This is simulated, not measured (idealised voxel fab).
The process module presented herein is designated voxel ribs on slabs.
For reference, the cross-section in this document is cut, with width 190 nm and square cells of 5 nm.
How to read a cross-section here: the picture is a grid of square cells, written as bands going from the top down, and any band can span one or more rows of cells. The entry gives the band's vertical extent as a top height and a bottom height in nm, then its horizontal make-up as materials from left to right, each with a width in nm. "air" stands for empty space; a single material marked "full width" fills the band edge to edge. For the purposes of this specification, 0 denotes the height below which the wafer in its as-received condition is composed wholly of one material, and the lowermost band, lacking a lower limit, extends downward without end, as expressed in "0 nm and below". You'd read "30..40" like this: the band's top row of cells is as wide as the first number, its bottom row is as wide as the second, and going down, every row changes width by the same amount as the row before did. The designation "nothing changed", where it is given for a processing step, indicates that no cell of the cross-section was altered in the course of that step. You'll see "Closed void inventory" listing empty spaces that have no way open to the top, as long as they're 8 cells or more; the notation is width x height at distance, where the distance is from the left edge, and all of it is in nm. It should be noted that, on the line of a given step, the content following the step's settings is a remark produced by the simulator itself with respect to that step. overlay nm: mask right of planned place by this much (step with mask). Neg. = left. Layout of what follows: cross-section pairs, each bracketing one process step, the after cross-section shown only to the lowest band that changed, the step between and its settings noted under each pair. Pairs may originate in different runs of this module on the same starting wafer; a pair continues from the pair above only where its entry headed "Structure before processing" says so.
-- Structure before processing
> 0 nm and below = Si full width
> Closed void inventory: none
-- Structure After Step
> 30 nm to 0 nm = SiO2 full width
> Lower than 0, everything is as it was.
> Closed void inventory: none
The step that takes the structure from the upper cross-section to the lower one is DIRECTIONAL_DEP with material SiO2, thk nm 30
Structure before processing: the state before this step is the cross-section shown after the step in the pair just above.
-- Structure After Step
> 55 nm to 30 nm = SiN full width
> Lower than 30, everything is as it was.
> Closed void inventory: none
The step that takes the structure from the upper cross-section to the lower one is DIRECTIONAL_DEP with material SiN, thk nm 25
Structure before processing: the state before this step is the cross-section shown after the step in the pair just above.
-- Structure After Step
> 55 nm to 40 nm = 85 air | 20 SiN | 85 air
> Lower than 40, everything is as it was.
> Closed void inventory: none
The step that takes the structure from the upper cross-section to the lower one is MASKED_ETCH with tone cover, mask id RIB, width nm 20, etch materials SiN, depth nm 15, overlay nm 0
Structure before processing: the state before this step is the cross-section shown after the step in the pair just above.
-- Structure After Step
> 55 nm to 40 nm = 85 air | 20 SiN | 85 air
> 40 nm to 30 nm = 70 air | 50 SiN | 70 air
> Lower than 30, everything is as it was.
> Closed void inventory: none
The step that takes the structure from the upper cross-section to the lower one is MASKED_ETCH with tone cover, mask id SLAB, width nm 50, etch materials SiN, depth nm 10, overlay nm 0
Structure before processing: the state before this step is the cross-section shown after the step in the pair just above.
-- Structure After Step
> 70 nm to 55 nm = SiO2 full width
> 55 nm to 40 nm = 85 SiO2 | 20 SiN | 85 SiO2
> 40 nm to 30 nm = 70 SiO2 | 50 SiN | 70 SiO2
> Lower than 30, everything is as it was.
> Closed void inventory: none
The step that takes the structure from the upper cross-section to the lower one is FILL_DEP with material SiO2, thk nm 15
Structure before processing: the state before this step is the cross-section shown after the step in the pair just above.
-- Structure After Step
> 65 nm to 55 nm = SiO2 full width
> Lower than 55, everything is as it was.
> Closed void inventory: none
The step that takes the structure from the upper cross-section to the lower one is CMP with height nm 65
Structure before processing: the state before this step is the cross-section shown after the step in the pair just above.
-- Structure After Step
> 75 nm to 65 nm = TiN full width
> Lower than 65, everything is as it was.
> Closed void inventory: none
The step that takes the structure from the upper cross-section to the lower one is DIRECTIONAL_DEP with material TiN, thk nm 10
Structure before processing: the state before this step is the cross-section shown after the step in the pair just above.
-- Structure After Step
> 95 nm to 75 nm = 80 air | 30 resist | 80 air
> Lower than 75, everything is as it was.
> Closed void inventory: none
The step that takes the structure from the upper cross-section to the lower one is PATTERN with tone cover, mask id HEATER, material resist, width nm 30, thk nm 20, overlay nm 0
Structure before processing: the state before this step is the cross-section shown after the step in the pair just above.
-- Structure After Step
> 95 nm to 75 nm = 80 air | 30 resist | 80 air
> 75 nm to 65 nm = 80 air | 30 TiN | 80 air
> Lower than 65, everything is as it was.
> Closed void inventory: none
The step that takes the structure from the upper cross-section to the lower one is DIRECTIONAL_ETCH with etch materials TiN, depth nm 10
Structure before processing: the state before this step is the cross-section shown after the step in the pair just above.
-- Structure After Step
> 75 nm to 65 nm = 80 air | 30 TiN | 80 air
> Lower than 65, everything is as it was.
> Closed void inventory: none
The step that takes the structure from the upper cross-section to the lower one is STRIP with etch materials resist
Structure before processing: the state before this step is the cross-section shown after the step in the pair just above.
-- Structure After Step
> 85 nm to 75 nm = 70 air | 50 SiN | 70 air
> 75 nm to 65 nm = 80 SiN | 30 TiN | 80 SiN
> Lower than 65, everything is as it was.
> Closed void inventory: none
The step that takes the structure from the upper cross-section to the lower one is CONFORMAL_DEP with material SiN, thk nm 10
-- Structure before processing
> 55 nm to 30 nm = SiN full width
> 30 nm to 0 nm = SiO2 full width
> 0 nm and below = Si full width
> Closed void inventory: none
-- Structure After Step
> 80 nm to 30 nm = SiN full width
> Lower than 30, everything is as it was.
> Closed void inventory: none
The step that takes the structure from the upper cross-section to the lower one is DIRECTIONAL_DEP with material SiN, thk nm 25
Structure before processing: the state before this step is the cross-section shown after the step in the pair just above.
-- Structure After Step
> 80 nm to 65 nm = 85 air | 20 SiN | 85 air
> Lower than 65, everything is as it was.
> Closed void inventory: none
The step that takes the structure from the upper cross-section to the lower one is MASKED_ETCH with tone cover, mask id RIB, width nm 20, etch materials SiN, depth nm 15, overlay nm 0
Structure before processing: the state before this step is the cross-section shown after the step in the pair just above.
-- Structure After Step
> 80 nm to 65 nm = 85 air | 20 SiN | 85 air
> 65 nm to 55 nm = 70 air | 50 SiN | 70 air
> Lower than 55, everything is as it was.
> Closed void inventory: none
The step that takes the structure from the upper cross-section to the lower one is MASKED_ETCH with tone cover, mask id SLAB, width nm 50, etch materials SiN, depth nm 10, overlay nm 0
Structure before processing: the state before this step is the cross-section shown after the step in the pair just above.
-- Structure After Step
> 95 nm to 80 nm = SiO2 full width
> 80 nm to 65 nm = 85 SiO2 | 20 SiN | 85 SiO2
> 65 nm to 55 nm = 70 SiO2 | 50 SiN | 70 SiO2
> Lower than 55, everything is as it was.
> Closed void inventory: none
The step that takes the structure from the upper cross-section to the lower one is FILL_DEP with material SiO2, thk nm 15
Structure before processing: the state before this step is the cross-section shown after the step in the pair just above.
-- Structure After Step
> 65 nm to 55 nm = 70 SiO2 | 50 SiN | 70 SiO2
> Lower than 55, everything is as it was.
> Closed void inventory: none
The step that takes the structure from the upper cross-section to the lower one is CMP with height nm 65
Structure before processing: the state before this step is the cross-section shown after the step in the pair just above.
-- Structure After Step
> 75 nm to 65 nm = TiN full width
> Lower than 65, everything is as it was.
> Closed void inventory: none
The step that takes the structure from the upper cross-section to the lower one is DIRECTIONAL_DEP with material TiN, thk nm 10
Structure before processing: the state before this step is the cross-section shown after the step in the pair just above.
-- Structure After Step
> 95 nm to 75 nm = 80 air | 30 resist | 80 air
> Lower than 75, everything is as it was.
> Closed void inventory: none
The step that takes the structure from the upper cross-section to the lower one is PATTERN with tone cover, mask id HEATER, material resist, width nm 30, thk nm 20, overlay nm 0
Structure before processing: the state before this step is the cross-section shown after the step in the pair just above.
-- Structure After Step
> 95 nm to 75 nm = 80 air | 30 resist | 80 air
> 75 nm to 65 nm = 80 air | 30 TiN | 80 air
> Lower than 65, everything is as it was.
> Closed void inventory: none
The step that takes the structure from the upper cross-section to the lower one is DIRECTIONAL_ETCH with etch materials TiN, depth nm 10
Structure before processing: the state before this step is the cross-section shown after the step in the pair just above.
-- Structure After Step
> 75 nm to 65 nm = 80 air | 30 TiN | 80 air
> Lower than 65, everything is as it was.
> Closed void inventory: none
The step that takes the structure from the upper cross-section to the lower one is STRIP with etch materials resist
Structure before processing: the state before this step is the cross-section shown after the step in the pair just above.
-- Structure After Step
> 85 nm to 75 nm = 70 air | 50 SiN | 70 air
> 75 nm to 65 nm = 80 SiN | 30 TiN | 80 SiN
> Lower than 65, everything is as it was.
> Closed void inventory: none
The step that takes the structure from the upper cross-section to the lower one is CONFORMAL_DEP with material SiN, thk nm 10
-- Structure before processing
> 0 nm and below = Si full width
> Closed void inventory: none
-- Structure After Step
> 25 nm to 0 nm = SiN full width
> Lower than 0, everything is as it was.
> Closed void inventory: none
The step that takes the structure from the upper cross-section to the lower one is DIRECTIONAL_DEP with material SiN, thk nm 25
Structure before processing: the state before this step is the cross-section shown after the step in the pair just above.
-- Structure After Step
> 55 nm to 25 nm = SiO2 full width
> Lower than 25, everything is as it was.
> Closed void inventory: none
The step that takes the structure from the upper cross-section to the lower one is DIRECTIONAL_DEP with material SiO2, thk nm 30
Structure before processing: the state before this step is the cross-section shown after the step in the pair just above.
-- Structure After Step
> 70 nm to 25 nm = SiO2 full width
> Lower than 25, everything is as it was.
> Closed void inventory: none
The step that takes the structure from the upper cross-section to the lower one is FILL_DEP with material SiO2, thk nm 15
Structure before processing: the state before this step is the cross-section shown after the step in the pair just above.
-- Structure After Step
> 65 nm to 25 nm = SiO2 full width
> Lower than 25, everything is as it was.
> Closed void inventory: none
The step that takes the structure from the upper cross-section to the lower one is CMP with height nm 65
Structure before processing: the state before this step is the cross-section shown after the step in the pair just above.
-- Structure After Step
> 75 nm to 65 nm = TiN full width
> Lower than 65, everything is as it was.
> Closed void inventory: none
The step that takes the structure from the upper cross-section to the lower one is DIRECTIONAL_DEP with material TiN, thk nm 10
Structure before processing: the state before this step is the cross-section shown after the step in the pair just above.
-- Structure After Step
> 95 nm to 75 nm = 80 air | 30 resist | 80 air
> Lower than 75, everything is as it was.
> Closed void inventory: none
The step that takes the structure from the upper cross-section to the lower one is PATTERN with tone cover, mask id HEATER, material resist, width nm 30, thk nm 20, overlay nm 0
Structure before processing: the state before this step is the cross-section shown after the step in the pair just above.
-- Structure After Step
> 95 nm to 75 nm = 80 air | 30 resist | 80 air
> 75 nm to 65 nm = 80 air | 30 TiN | 80 air
> Lower than 65, everything is as it was.
> Closed void inventory: none
The step that takes the structure from the upper cross-section to the lower one is DIRECTIONAL_ETCH with etch materials TiN, depth nm 10
Structure before processing: the state before this step is the cross-section shown after the step in the pair just above.
-- Structure After Step
> 75 nm to 65 nm = 80 air | 30 TiN | 80 air
> Lower than 65, everything is as it was.
> Closed void inventory: none
The step that takes the structure from the upper cross-section to the lower one is STRIP with etch materials resist
Structure before processing: the state before this step is the cross-section shown after the step in the pair just above.
-- Structure After Step
> 85 nm to 75 nm = 70 air | 50 SiN | 70 air
> 75 nm to 65 nm = 80 SiN | 30 TiN | 80 SiN
> Lower than 65, everything is as it was.
> Closed void inventory: none
The step that takes the structure from the upper cross-section to the lower one is CONFORMAL_DEP with material SiN, thk nm 10
-- Structure before processing
> 55 nm to 40 nm = 85 air | 20 SiN | 85 air
> 40 nm to 30 nm = SiN full width
> 30 nm to 0 nm = SiO2 full width
> 0 nm and below = Si full width
> Closed void inventory: none
-- Structure After Step
> 55 nm to 40 nm = 85 air | 20 SiN | 85 air
> 40 nm to 35 nm = 70 air | 50 SiN | 70 air
> Lower than 35, everything is as it was.
> Closed void inventory: none
The step that takes the structure from the upper cross-section to the lower one is MASKED_ETCH with tone cover, mask id SLAB, width nm 50, etch materials SiN, depth nm 5, overlay nm 0
Structure before processing: the state before this step is the cross-section shown after the step in the pair just above.
-- Structure After Step
> 70 nm to 55 nm = SiO2 full width
> 55 nm to 40 nm = 85 SiO2 | 20 SiN | 85 SiO2
> 40 nm to 35 nm = 70 SiO2 | 50 SiN | 70 SiO2
> Lower than 35, everything is as it was.
> Closed void inventory: none
The step that takes the structure from the upper cross-section to the lower one is FILL_DEP with material SiO2, thk nm 15
Structure before processing: the state before this step is the cross-section shown after the step in the pair just above.
-- Structure After Step
> 65 nm to 55 nm = SiO2 full width
> Lower than 55, everything is as it was.
> Closed void inventory: none
The step that takes the structure from the upper cross-section to the lower one is CMP with height nm 65
Structure before processing: the state before this step is the cross-section shown after the step in the pair just above.
-- Structure After Step
> 75 nm to 65 nm = TiN full width
> Lower than 65, everything is as it was.
> Closed void inventory: none
The step that takes the structure from the upper cross-section to the lower one is DIRECTIONAL_DEP with material TiN, thk nm 10
Structure before processing: the state before this step is the cross-section shown after the step in the pair just above.
-- Structure After Step
> 95 nm to 75 nm = 80 air | 30 resist | 80 air
> Lower than 75, everything is as it was.
> Closed void inventory: none
The step that takes the structure from the upper cross-section to the lower one is PATTERN with tone cover, mask id HEATER, material resist, width nm 30, thk nm 20, overlay nm 0
Structure before processing: the state before this step is the cross-section shown after the step in the pair just above.
-- Structure After Step
> 95 nm to 75 nm = 80 air | 30 resist | 80 air
> 75 nm to 65 nm = 80 air | 30 TiN | 80 air
> Lower than 65, everything is as it was.
> Closed void inventory: none
The step that takes the structure from the upper cross-section to the lower one is DIRECTIONAL_ETCH with etch materials TiN, depth nm 10
Structure before processing: the state before this step is the cross-section shown after the step in the pair just above.
-- Structure After Step
> 75 nm to 65 nm = 80 air | 30 TiN | 80 air
> Lower than 65, everything is as it was.
> Closed void inventory: none
The step that takes the structure from the upper cross-section to the lower one is STRIP with etch materials resist
Structure before processing: the state before this step is the cross-section shown after the step in the pair just above.
-- Structure After Step
> 85 nm to 75 nm = 70 air | 50 SiN | 70 air
> 75 nm to 65 nm = 80 SiN | 30 TiN | 80 SiN
> Lower than 65, everything is as it was.
> Closed void inventory: none
The step that takes the structure from the upper cross-section to the lower one is CONFORMAL_DEP with material SiN, thk nm 10
-- Structure before processing
> 55 nm to 40 nm = 85 air | 20 SiN | 85 air
> 40 nm to 30 nm = SiN full width
> 30 nm to 0 nm = SiO2 full width
> 0 nm and below = Si full width
> Closed void inventory: none
-- Structure After Step
> 55 nm to 40 nm = 85 air | 20 SiN | 85 air
> 40 nm to 30 nm = 65 air | 60 SiN | 65 air
> Lower than 30, everything is as it was.
> Closed void inventory: none
The step that takes the structure from the upper cross-section to the lower one is MASKED_ETCH with tone cover, mask id SLAB, width nm 60, etch materials SiN, depth nm 10, overlay nm 0
Structure before processing: the state before this step is the cross-section shown after the step in the pair just above.
-- Structure After Step
> 70 nm to 55 nm = SiO2 full width
> 55 nm to 40 nm = 85 SiO2 | 20 SiN | 85 SiO2
> 40 nm to 30 nm = 65 SiO2 | 60 SiN | 65 SiO2
> Lower than 30, everything is as it was.
> Closed void inventory: none
The step that takes the structure from the upper cross-section to the lower one is FILL_DEP with material SiO2, thk nm 15
Structure before processing: the state before this step is the cross-section shown after the step in the pair just above.
-- Structure After Step
> 65 nm to 55 nm = SiO2 full width
> Lower than 55, everything is as it was.
> Closed void inventory: none
The step that takes the structure from the upper cross-section to the lower one is CMP with height nm 65
Structure before processing: the state before this step is the cross-section shown after the step in the pair just above.
-- Structure After Step
> 75 nm to 65 nm = TiN full width
> Lower than 65, everything is as it was.
> Closed void inventory: none
The step that takes the structure from the upper cross-section to the lower one is DIRECTIONAL_DEP with material TiN, thk nm 10
Structure before processing: the state before this step is the cross-section shown after the step in the pair just above.
-- Structure After Step
> 95 nm to 75 nm = 80 air | 30 resist | 80 air
> Lower than 75, everything is as it was.
> Closed void inventory: none
The step that takes the structure from the upper cross-section to the lower one is PATTERN with tone cover, mask id HEATER, material resist, width nm 30, thk nm 20, overlay nm 0
Structure before processing: the state before this step is the cross-section shown after the step in the pair just above.
-- Structure After Step
> 95 nm to 75 nm = 80 air | 30 resist | 80 air
> 75 nm to 65 nm = 80 air | 30 TiN | 80 air
> Lower than 65, everything is as it was.
> Closed void inventory: none
The step that takes the structure from the upper cross-section to the lower one is DIRECTIONAL_ETCH with etch materials TiN, depth nm 10
Structure before processing: the state before this step is the cross-section shown after the step in the pair just above.
-- Structure After Step
> 75 nm to 65 nm = 80 air | 30 TiN | 80 air
> Lower than 65, everything is as it was.
> Closed void inventory: none
The step that takes the structure from the upper cross-section to the lower one is STRIP with etch materials resist
Structure before processing: the state before this step is the cross-section shown after the step in the pair just above.
-- Structure After Step
> 85 nm to 75 nm = 70 air | 50 SiN | 70 air
> 75 nm to 65 nm = 80 SiN | 30 TiN | 80 SiN
> Lower than 65, everything is as it was.
> Closed void inventory: none
The step that takes the structure from the upper cross-section to the lower one is CONFORMAL_DEP with material SiN, thk nm 10
-- Structure before processing
> 55 nm to 40 nm = 85 air | 20 SiN | 85 air
> 40 nm to 30 nm = SiN full width
> 30 nm to 0 nm = SiO2 full width
> 0 nm and below = Si full width
> Closed void inventory: none
-- Structure After Step
> 55 nm to 40 nm = 85 air | 20 SiN | 85 air
> 40 nm to 30 nm = 75 air | 50 SiN | 65 air
> Lower than 30, everything is as it was.
> Closed void inventory: none
The step that takes the structure from the upper cross-section to the lower one is MASKED_ETCH with tone cover, mask id SLAB, width nm 50, etch materials SiN, depth nm 10, overlay nm 5
Structure before processing: the state before this step is the cross-section shown after the step in the pair just above.
-- Structure After Step
> 70 nm to 55 nm = SiO2 full width
> 55 nm to 40 nm = 85 SiO2 | 20 SiN | 85 SiO2
> 40 nm to 30 nm = 75 SiO2 | 50 SiN | 65 SiO2
> Lower than 30, everything is as it was.
> Closed void inventory: none
The step that takes the structure from the upper cross-section to the lower one is FILL_DEP with material SiO2, thk nm 15
Structure before processing: the state before this step is the cross-section shown after the step in the pair just above.
-- Structure After Step
> 65 nm to 55 nm = SiO2 full width
> Lower than 55, everything is as it was.
> Closed void inventory: none
The step that takes the structure from the upper cross-section to the lower one is CMP with height nm 65
Structure before processing: the state before this step is the cross-section shown after the step in the pair just above.
-- Structure After Step
> 75 nm to 65 nm = TiN full width
> Lower than 65, everything is as it was.
> Closed void inventory: none
The step that takes the structure from the upper cross-section to the lower one is DIRECTIONAL_DEP with material TiN, thk nm 10
Structure before processing: the state before this step is the cross-section shown after the step in the pair just above.
-- Structure After Step
> 95 nm to 75 nm = 80 air | 30 resist | 80 air
> Lower than 75, everything is as it was.
> Closed void inventory: none
The step that takes the structure from the upper cross-section to the lower one is PATTERN with tone cover, mask id HEATER, material resist, width nm 30, thk nm 20, overlay nm 0
Structure before processing: the state before this step is the cross-section shown after the step in the pair just above.
-- Structure After Step
> 95 nm to 75 nm = 80 air | 30 resist | 80 air
> 75 nm to 65 nm = 80 air | 30 TiN | 80 air
> Lower than 65, everything is as it was.
> Closed void inventory: none
The step that takes the structure from the upper cross-section to the lower one is DIRECTIONAL_ETCH with etch materials TiN, depth nm 10
Structure before processing: the state before this step is the cross-section shown after the step in the pair just above.
-- Structure After Step
> 75 nm to 65 nm = 80 air | 30 TiN | 80 air
> Lower than 65, everything is as it was.
> Closed void inventory: none
The step that takes the structure from the upper cross-section to the lower one is STRIP with etch materials resist
Structure before processing: the state before this step is the cross-section shown after the step in the pair just above.
-- Structure After Step
> 85 nm to 75 nm = 70 air | 50 SiN | 70 air
> 75 nm to 65 nm = 80 SiN | 30 TiN | 80 SiN
> Lower than 65, everything is as it was.
> Closed void inventory: none
The step that takes the structure from the upper cross-section to the lower one is CONFORMAL_DEP with material SiN, thk nm 10
-- Structure before processing
> 65 nm to 55 nm = SiO2 full width
> 55 nm to 40 nm = 85 SiO2 | 20 SiN | 85 SiO2
> 40 nm to 30 nm = 70 SiO2 | 50 SiN | 70 SiO2
> 30 nm to 0 nm = SiO2 full width
> 0 nm and below = Si full width
> Closed void inventory: none
-- Structure After Step
> 75 nm to 55 nm = SiO2 full width
> Lower than 55, everything is as it was.
> Closed void inventory: none
The step that takes the structure from the upper cross-section to the lower one is DIRECTIONAL_DEP with material SiO2, thk nm 10
Structure before processing: the state before this step is the cross-section shown after the step in the pair just above.
-- Structure After Step
> 95 nm to 75 nm = 80 air | 30 resist | 80 air
> Lower than 75, everything is as it was.
> Closed void inventory: none
The step that takes the structure from the upper cross-section to the lower one is PATTERN with tone cover, mask id HEATER, material resist, width nm 30, thk nm 20, overlay nm 0
Structure before processing: the state before this step is the cross-section shown after the step in the pair just above.
-- Structure After Step
> 75 nm to 55 nm = SiO2 full width
> Lower than 55, everything is as it was.
> Closed void inventory: none
The step that takes the structure from the upper cross-section to the lower one is STRIP with etch materials resist
Structure before processing: the state before this step is the cross-section shown after the step in the pair just above.
-- Structure After Step
> 85 nm to 75 nm = SiN full width
> Lower than 75, everything is as it was.
> Closed void inventory: none
The step that takes the structure from the upper cross-section to the lower one is CONFORMAL_DEP with material SiN, thk nm 10
-- Structure before processing
> 75 nm to 65 nm = TiN full width
> 65 nm to 55 nm = SiO2 full width
> 55 nm to 40 nm = 85 SiO2 | 20 SiN | 85 SiO2
> 40 nm to 30 nm = 70 SiO2 | 50 SiN | 70 SiO2
> 30 nm to 0 nm = SiO2 full width
> 0 nm and below = Si full width
> Closed void inventory: none
-- Structure After Step
> 95 nm to 75 nm = 80 resist | 30 air | 80 resist
> Lower than 75, everything is as it was.
> Closed void inventory: none
The step that takes the structure from the upper cross-section to the lower one is PATTERN with tone open, mask id HEATER, material resist, width nm 30, thk nm 20, overlay nm 0
Structure before processing: the state before this step is the cross-section shown after the step in the pair just above.
-- Structure After Step
> 95 nm to 75 nm = 80 resist | 30 air | 80 resist
> 75 nm to 65 nm = 80 TiN | 30 air | 80 TiN
> Lower than 65, everything is as it was.
> Closed void inventory: none
The step that takes the structure from the upper cross-section to the lower one is DIRECTIONAL_ETCH with etch materials TiN, depth nm 10
Structure before processing: the state before this step is the cross-section shown after the step in the pair just above.
-- Structure After Step
> 75 nm to 65 nm = 80 TiN | 30 air | 80 TiN
> Lower than 65, everything is as it was.
> Closed void inventory: none
The step that takes the structure from the upper cross-section to the lower one is STRIP with etch materials resist
Structure before processing: the state before this step is the cross-section shown after the step in the pair just above.
-- Structure After Step
> 85 nm to 75 nm = 90 SiN | 10 air | 90 SiN
> 75 nm to 65 nm = 80 TiN | 30 SiN | 80 TiN
> Lower than 65, everything is as it was.
> Closed void inventory: none
The step that takes the structure from the upper cross-section to the lower one is CONFORMAL_DEP with material SiN, thk nm 10
